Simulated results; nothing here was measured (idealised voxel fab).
The document below concerns the process module designated voxel transistor to metal.
Square cell edge 5 nm, section width 190 nm, ID cut.
In what follows, cross-sections appear as grids of square cells, described through bands that run from the top down, where every band is one or more rows of cells. Top, bottom (nm), then materials left to right with widths (nm); lone material tagged "full width" fills the whole band edge to edge; "blank" = empty space. Where do heights start? At 0: under that level the wafer as delivered is made of one material only. And the lowest band has no floor; it just carries on downward, as in "top 0, no bottom". When a width is written as two numbers, as in "30 to 40", the first number is the width in the top row of cells of the band and the second is the width in its bottom row, and the width changes by the same amount from each row to the next. Step note "changes: none" = no cross-section cell changed. "Entrapped void list" - sealed voids, min. 8 cells, no opening to top; format: width x height at distance (distance from left edge; nm throughout). Heads up: the bit after the settings on a step's line is the simulator's remark on that step. overlay nm: mask offset rightward from planned place, masked step; negative means leftward offset.

# plan
1 RECEIVE (material Si)
2 CONFORMAL_DEP (material SiO2; thk nm 5)
3 CONFORMAL_DEP (material SiN; thk nm 10)
4 DIRECTIONAL_DEP (material aC; thk nm 10)
5 PATTERN (tone cover; mask id ACTIVE; material resist; width nm 115; thk nm 25; overlay nm 0)
6 DIRECTIONAL_ETCH (etch materials aC; depth nm 10)
7 STRIP (etch materials resist)
8 DIRECTIONAL_ETCH (etch materials SiN; depth nm 10)
9 DIRECTIONAL_ETCH (etch materials SiO2; depth nm 5)
10 DIRECTIONAL_ETCH (etch materials Si; depth nm 35)
11 STRIP (etch materials aC)
12 FILL_DEP (material SiO2; thk nm 5)
13 CMP (height nm 15)
14 SELECTIVE_ETCH (etch materials SiO2; depth nm 10)
15 STRIP (etch materials SiN)
16 SELECTIVE_ETCH (etch materials SiO2; depth nm 5)
17 OXIDIZE (depth nm 5)
18 DIRECTIONAL_DEP (material polySi; thk nm 25)
19 DIRECTIONAL_DEP (material SiCN; thk nm 10)
20 MASKED_ETCH (tone cover; mask id GATE; width nm 25; etch materials SiCN; depth nm 20; overlay nm 0)
21 MASKED_ETCH (tone cover; mask id GATE; width nm 25; etch materials polySi; depth nm 35; overlay nm 0)
22 CONFORMAL_DEP (material SiN; thk nm 10)
23 DIRECTIONAL_ETCH (etch materials SiN; depth nm 10)
24 DIRECTIONAL_ETCH (etch materials SiO2; depth nm 5)
25 EPI (material nSi; thk nm 5)
26 FILL_DEP (material SiO2; thk nm 10)
27 CMP (height nm 25)
28 STRIP (etch materials polySi)
29 SELECTIVE_ETCH (etch materials SiO2; depth nm 5)
30 CONFORMAL_DEP (material HfO2; thk nm 5)
31 CONFORMAL_DEP (material TiN; thk nm 5)
32 FILL_DEP (material W; thk nm 5)
33 CMP (height nm 20)
34 DIRECTIONAL_DEP (material SiO2; thk nm 10)
35 PATTERN (tone open; mask id CONTACT; material resist; width nm 20; pitch nm 75; thk nm 20; overlay nm 0)
36 DIRECTIONAL_ETCH (etch materials SiO2; depth nm 30)
37 STRIP (etch materials resist)
38 CONFORMAL_DEP (material TiN; thk nm 5)
39 FILL_DEP (material W; thk nm 10)
40 CMP (height nm 30)
41 DIRECTIONAL_DEP (material TiN; thk nm 5)
42 DIRECTIONAL_DEP (material Ru; thk nm 15)
43 PATTERN (tone cover; mask id METAL_1; material resist; width nm 20; pitch nm 75; thk nm 15; overlay nm 0)
44 DIRECTIONAL_ETCH (etch materials Ru; depth nm 15)
45 DIRECTIONAL_ETCH (etch materials TiN; depth nm 5)
46 STRIP (etch materials resist)
47 CONFORMAL_DEP (material SiN; thk nm 5)
48 FILL_DEP (material lowk; thk nm 5)
49 CMP (height nm 50)
50 CONFORMAL_DEP (material SiN; thk nm 5)

# Cross-sectional view of the wafer in its as-received condition, corresponding to the state after step 1
  top 0, no bottom  Si full width
  Entrapped void list: none

# Wafer cross-section at end of module: start and plan as shown above, one execution error
  top 55, bottom 50  SiN full width
  top 50, bottom 45  45 of SiN / 20 of TiN / 55 of SiN / 20 of TiN / 50 of SiN
  top 45, bottom 35  W full width
  top 35, bottom 30  50 of TiN / 10 of W / 65 of TiN / 10 of W / 55 of TiN
  top 30, bottom 20  45 of SiO2 / 5 of TiN / 10 of W / 5 of TiN / 55 of SiO2 / 5 of TiN / 10 of W / 5 of TiN / 50 of SiO2
  top 20, bottom 5  45 of SiO2 / 5 of TiN / 10 of W / 5 of TiN / 5 of SiO2 / 10 of SiN / 5 of HfO2 / 5 of TiN / 5 of W / 5 of TiN / 5 of HfO2 / 10 of SiN / 5 of SiO2 / 5 of TiN / 10 of W / 5 of TiN / 50 of SiO2
  top 5, bottom 0  45 of SiO2 / 20 of TiN / 5 of SiO2 / 10 of SiN / 5 of HfO2 / 15 of TiN / 5 of HfO2 / 10 of SiN / 5 of SiO2 / 20 of TiN / 50 of SiO2
  top 0, bottom -5  30 of SiO2 / 40 of nSi / 5 of SiO2 / 35 of HfO2 / 5 of SiO2 / 40 of nSi / 35 of SiO2
  top -5, bottom -35  35 of SiO2 / 115 of Si / 40 of SiO2
  top -35, no bottom  Si full width
  Entrapped void list: none
The plan and the run diverged here: step 40 of the plan was jumped over and never run
